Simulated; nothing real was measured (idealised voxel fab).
Process module, titled voxel wiring stack
The cross-section shown here is cut; it is 225 nm wide and divided into square cells measuring 5 nm on a side.
If you're reading a cross-section in this doc, picture square cells in a grid; it comes to you as bands, top ones listed first down to the bottom, and a band can be one or more rows of cells.
Top, bottom (nm), then materials left to right with widths (nm); lone material tagged "edge to edge" fills the whole band edge to edge; "blank" = empty space.
Height 0 is the level under which the wafer as received is all one material. The lowest band goes on downwards, as in "0..down".
A width given as "30->40" starts at the first number in the band's top row and ends at the second number in its bottom row, shifting by an equal amount at every step from row to row.
Given "nothing changed" for a step, no cell of the cross-section differs between before and after that step.
Enclosed voids (no open way to top), threshold 8 cells or more, entry "Enclosed empty spaces", notation width x height at distance, distance from left edge, nm.
Whatever follows a step's settings on its line is a remark the simulator itself makes about that step.
A step line may carry the setting "overlay nm", which, for steps involving a mask, states the distance by which the mask lay to the right of its intended position; negative values denote displacement to the left.
Process steps foreseen in the plan:
- 1: RECEIVE [material Si]
- 2: CONFORMAL_DEP [material SiO2] [thk nm 10]
- 3: DIRECTIONAL_DEP [material TiN] [thk nm 5]
- 4: DIRECTIONAL_DEP [material Ru] [thk nm 20]
- 5: DIRECTIONAL_DEP [material aC] [thk nm 10]
- 6: PATTERN [tone cover] [mask id METAL_1] [material resist] [width nm 30] [pitch nm 50] [thk nm 30] [overlay nm 0]
- 7: DIRECTIONAL_ETCH [etch materials aC] [depth nm 10]
- 8: STRIP [etch materials resist]
- 9: DIRECTIONAL_ETCH [etch materials Ru] [depth nm 20]
- 10: DIRECTIONAL_ETCH [etch materials TiN] [depth nm 5]
- 11: STRIP [etch materials aC]
- 12: CONFORMAL_DEP [material SiCN] [thk nm 5]
- 13: FILL_DEP [material lowk] [thk nm 5]
- 14: CMP [height nm 35]
- 15: CONFORMAL_DEP [material SiCN] [thk nm 5]
- 16: DIRECTIONAL_DEP [material lowk] [thk nm 15]
- 17: MASKED_ETCH [tone open] [mask id PLUG_1] [width nm 15] [pitch nm 50] [etch materials lowk] [depth nm 15] [overlay nm 0]
- 18: MASKED_ETCH [tone open] [mask id PLUG_1] [width nm 15] [pitch nm 50] [etch materials SiCN] [depth nm 5] [overlay nm 0]
- 19: CONFORMAL_DEP [material TiN] [thk nm 5]
- 20: FILL_DEP [material Cu] [thk nm 10]
- 21: CMP [height nm 55]
- 22: DIRECTIONAL_DEP [material TiN] [thk nm 5]
- 23: DIRECTIONAL_DEP [material W] [thk nm 20]
- 24: PATTERN [tone cover] [mask id METAL_2] [material resist] [width nm 30] [pitch nm 50] [thk nm 15] [overlay nm 0]
- 25: DIRECTIONAL_ETCH [etch materials W] [depth nm 20]
- 26: DIRECTIONAL_ETCH [etch materials TiN] [depth nm 5]
- 27: STRIP [etch materials resist]
- 28: FILL_DEP [material lowk] [thk nm 5]
- 29: CMP [height nm 80]
- 30: CONFORMAL_DEP [material SiCN] [thk nm 5]
- 31: DIRECTIONAL_DEP [material SiO2] [thk nm 10]
- 32: PATTERN [tone open] [mask id PLUG_2] [material resist] [width nm 15] [pitch nm 100] [thk nm 20] [overlay nm 0]
- 33: DIRECTIONAL_ETCH [etch materials SiO2] [depth nm 10]
- 34: DIRECTIONAL_ETCH [etch materials SiCN] [depth nm 5]
- 35: STRIP [etch materials resist]
- 36: EPI [material Ru] [thk nm 10]
- 37: EPI [material Ru] [thk nm 5]
- 38: DIRECTIONAL_DEP [material TiN] [thk nm 5]
- 39: DIRECTIONAL_DEP [material Ru] [thk nm 25]
- 40: PATTERN [tone cover] [mask id METAL_3] [material resist] [width nm 30] [pitch nm 50] [thk nm 20] [overlay nm 0]
- 41: DIRECTIONAL_ETCH [etch materials Ru] [depth nm 25]
- 42: DIRECTIONAL_ETCH [etch materials TiN] [depth nm 5]
- 43: STRIP [etch materials resist]
- 44: FILL_DEP [material lowk] [thk nm 10]
- 45: CMP [height nm 125]
- 46: CONFORMAL_DEP [material SiN] [thk nm 5]
Shown in cross-section is the wafer as received, that is, as it stands after step 1:
- 0..down | Si edge to edge
- Enclosed empty spaces: none
Starting wafer: above. Plan: above. Run: one mistake. Cross-section after the module: below:
- 130..125 | SiN edge to edge
- 125..100 | lowk 15 nm, Ru 30 nm, lowk 20 nm, Ru 30 nm, lowk 20 nm, Ru 30 nm, lowk 20 nm, Ru 30 nm, lowk 30 nm
- 100..95 | lowk 15 nm, TiN 30 nm, lowk 20 nm, TiN 30 nm, lowk 20 nm, TiN 30 nm, lowk 20 nm, TiN 30 nm, lowk 30 nm
- 95..85 | SiO2 20 nm, Ru 15 nm, SiO2 85 nm, Ru 15 nm, SiO2 90 nm
- 85..80 | SiCN 20 nm, Ru 15 nm, SiCN 85 nm, Ru 15 nm, SiCN 90 nm
- 80..60 | lowk 20 nm, W 30 nm, lowk 20 nm, W 30 nm, lowk 20 nm, W 30 nm, lowk 20 nm, W 30 nm, lowk 25 nm
- 60..55 | lowk 20 nm, TiN 30 nm, lowk 20 nm, TiN 30 nm, lowk 20 nm, TiN 30 nm, lowk 20 nm, TiN 30 nm, lowk 25 nm
- 55..40 | lowk 20 nm, TiN 5 nm, Cu 5 nm, TiN 5 nm, lowk 35 nm, TiN 5 nm, Cu 5 nm, TiN 5 nm, lowk 35 nm, TiN 5 nm, Cu 5 nm, TiN 5 nm, lowk 35 nm, TiN 5 nm, Cu 5 nm, TiN 5 nm, lowk 40 nm
- 40..35 | SiCN 20 nm, TiN 15 nm, SiCN 35 nm, TiN 15 nm, SiCN 35 nm, TiN 15 nm, SiCN 35 nm, TiN 15 nm, SiCN 40 nm
- 35..15 | lowk 15 nm, SiCN 5 nm, Ru 30 nm, SiCN 5 nm, lowk 10 nm, SiCN 5 nm, Ru 30 nm, SiCN 5 nm, lowk 10 nm, SiCN 5 nm, Ru 30 nm, SiCN 5 nm, lowk 10 nm, SiCN 5 nm, Ru 30 nm, SiCN 5 nm, lowk 20 nm
- 15..10 | SiCN 20 nm, TiN 30 nm, SiCN 20 nm, TiN 30 nm, SiCN 20 nm, TiN 30 nm, SiCN 20 nm, TiN 30 nm, SiCN 25 nm
- 10..0 | SiO2 edge to edge
- 0..down | Si edge to edge
- Enclosed empty spaces: none
Error vs. plan: step 40 ran differently from the plan; actual operation with settings: PATTERN [tone cover] [mask id METAL_3] [material resist] [width nm 30] [pitch nm 50] [thk nm 20] [overlay nm -5]
